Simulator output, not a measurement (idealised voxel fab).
Process module under the name voxel wiring stack
Cross-section cut: width 230 nm, square cells of 5 nm.
Cross-section layout: square cells on a grid; listed as bands, top to bottom; a band spans one or more cell rows.
For a band, the entry starts with two heights in nm, that of the top and then that of the bottom, and carries on with the band's materials in order from left to right, each alongside its width in nm; the word "all across" beside a single material means it fills the band edge to edge, and "empty" means empty space.
A quick word on heights: they are counted from 0, and under that level the wafer as it came to us is one material throughout. The lowest band is different from the rest in having no bottom; it simply continues downward, written as in "top 0, no bottom".
Note: "30 to 40" means the width goes from the first number (top row of the band) to the second number (bottom row) in equal steps per row of cells.
Take "nothing got changed" at face value: in the step it is given for, the cross-section changed in none of its cells.
"Voids, fully enclosed" specifies each empty space that is not open to the top and that occupies no fewer than 8 cells, using the form width x height at distance, the distance measured from the left edge and all three quantities in nm.
Post-settings text on a step line: simulator's own remark regarding the step.
Regarding "overlay nm": on a step with a mask, it is the distance the mask lay to the right of its planned place; a negative value places it to the left.
Pairs, read this way: before one process step on the one hand, after it on the other, the after cross-section ending at the lowest band that changed; the step between, settings included, beneath. Same starting wafer throughout, but possibly different runs of this module, so no pair continues from the pair above unless its entry headed "Snapshot before" says so.
**Snapshot before**
> top 165, bottom 135 = empty 75 / resist 15 / empty 40 / resist 15 / empty 85
> top 135, bottom 125 = lowk 75 / resist 15 / empty 10 / lowk 30 / resist 15 / empty 10 / lowk 75
> top 125, bottom 115 = lowk 75 / aC 15 / empty 10 / lowk 30 / aC 15 / empty 10 / lowk 75
> top 115, bottom 100 = lowk all across
> top 100, bottom 95 = SiCN all across
> top 95, bottom 90 = SiCN 70 / Ru 35 / SiCN 20 / Ru 35 / SiCN 70
> top 90, bottom 70 = lowk 75 / TiN 5 / Ru 15 / TiN 5 / lowk 30 / TiN 5 / Ru 15 / TiN 5 / lowk 75
> top 70, bottom 65 = SiN 75 / TiN 25 / SiN 30 / TiN 25 / SiN 75
> top 65, bottom 45 = lowk 75 / Ru 15 / lowk 40 / Ru 15 / lowk 85
> top 45, bottom 40 = SiCN 75 / Ru 15 / SiCN 40 / Ru 15 / SiCN 85
> top 40, bottom 15 = SiO2 75 / Ru 25 / SiO2 30 / Ru 25 / SiO2 75
> top 15, bottom 10 = SiO2 75 / TiN 25 / SiO2 30 / TiN 25 / SiO2 75
> top 10, bottom 0 = SiO2 all across
> top 0, no bottom = Si all across
> Voids, fully enclosed: none
**Cross-Section Thereafter**
> top 135, bottom 125 = lowk 75 / empty 25 / lowk 30 / empty 25 / lowk 75
> Under the height 125 nothing was changed.
> Voids, fully enclosed: none
Going from the before section above to the after section, the step was STRIP [etch materials resist]
Snapshot before: Please consult the pair immediately above; the cross-section it shows after its step is the state before this step.
**Cross-Section Thereafter**
> top 125, bottom 120 = empty 75 / aC 15 / empty 40 / aC 15 / empty 85
> top 120, bottom 115 = lowk 75 / aC 15 / empty 10 / lowk 30 / aC 15 / empty 10 / lowk 75
> top 115, bottom 100 = lowk 90 / empty 10 / lowk 45 / empty 10 / lowk 75
> Under the height 100 nothing was changed.
> Voids, fully enclosed: none
Going from the before section above to the after section, the step was DIRECTIONAL_ETCH [etch materials lowk] [depth nm 15]
Snapshot before: Please consult the pair immediately above; the cross-section it shows after its step is the state before this step.
**Cross-Section Thereafter**
> top 125, bottom 120 = empty 75 / aC 15 / empty 40 / aC 15 / empty 85
> top 120, bottom 115 = lowk 75 / aC 15 / empty 10 / lowk 30 / aC 15 / empty 10 / lowk 75
> top 115, bottom 100 = lowk 90 / empty 10 / lowk 45 / empty 10 / lowk 75
> top 100, bottom 95 = SiCN 90 / empty 10 / SiCN 45 / empty 10 / SiCN 75
> Under the height 95 nothing was changed.
> Voids, fully enclosed: none
Going from the before section above to the after section, the step was DIRECTIONAL_ETCH [etch materials SiCN] [depth nm 5]
Snapshot before: Please consult the pair immediately above; the cross-section it shows after its step is the state before this step.
**Cross-Section Thereafter**
> top 120, bottom 115 = lowk 75 / empty 25 / lowk 30 / empty 25 / lowk 75
> Under the height 115 nothing was changed.
> Voids, fully enclosed: none
Going from the before section above to the after section, the step was STRIP [etch materials aC]
Snapshot before: Please consult the pair immediately above; the cross-section it shows after its step is the state before this step.
**Cross-Section Thereafter**
> top 125, bottom 120 = TiN 80 / empty 15 / TiN 40 / empty 15 / TiN 80
> top 120, bottom 115 = lowk 75 / TiN 25 / lowk 30 / TiN 25 / lowk 75
> top 115, bottom 100 = lowk 90 / TiN 10 / lowk 45 / TiN 10 / lowk 75
> top 100, bottom 95 = SiCN 90 / TiN 10 / SiCN 45 / TiN 10 / SiCN 75
> Under the height 95 nothing was changed.
> Voids, fully enclosed: none
Going from the before section above to the after section, the step was CONFORMAL_DEP [material TiN] [thk nm 5]
Snapshot before: Please consult the pair immediately above; the cross-section it shows after its step is the state before this step.
**Cross-Section Thereafter**
> top 135, bottom 125 = Cu all across
> top 125, bottom 120 = TiN 80 / Cu 15 / TiN 40 / Cu 15 / TiN 80
> Under the height 120 nothing was changed.
> Voids, fully enclosed: none
Going from the before section above to the after section, the step was FILL_DEP [material Cu] [thk nm 10]
Snapshot before: Please consult the pair immediately above; the cross-section it shows after its step is the state before this step.
**Cross-Section Thereafter**
> top 140, bottom 135 = SiN all across
> Under the height 135 nothing was changed.
> Voids, fully enclosed: none
Going from the before section above to the after section, the step was CONFORMAL_DEP [material SiN] [thk nm 5]
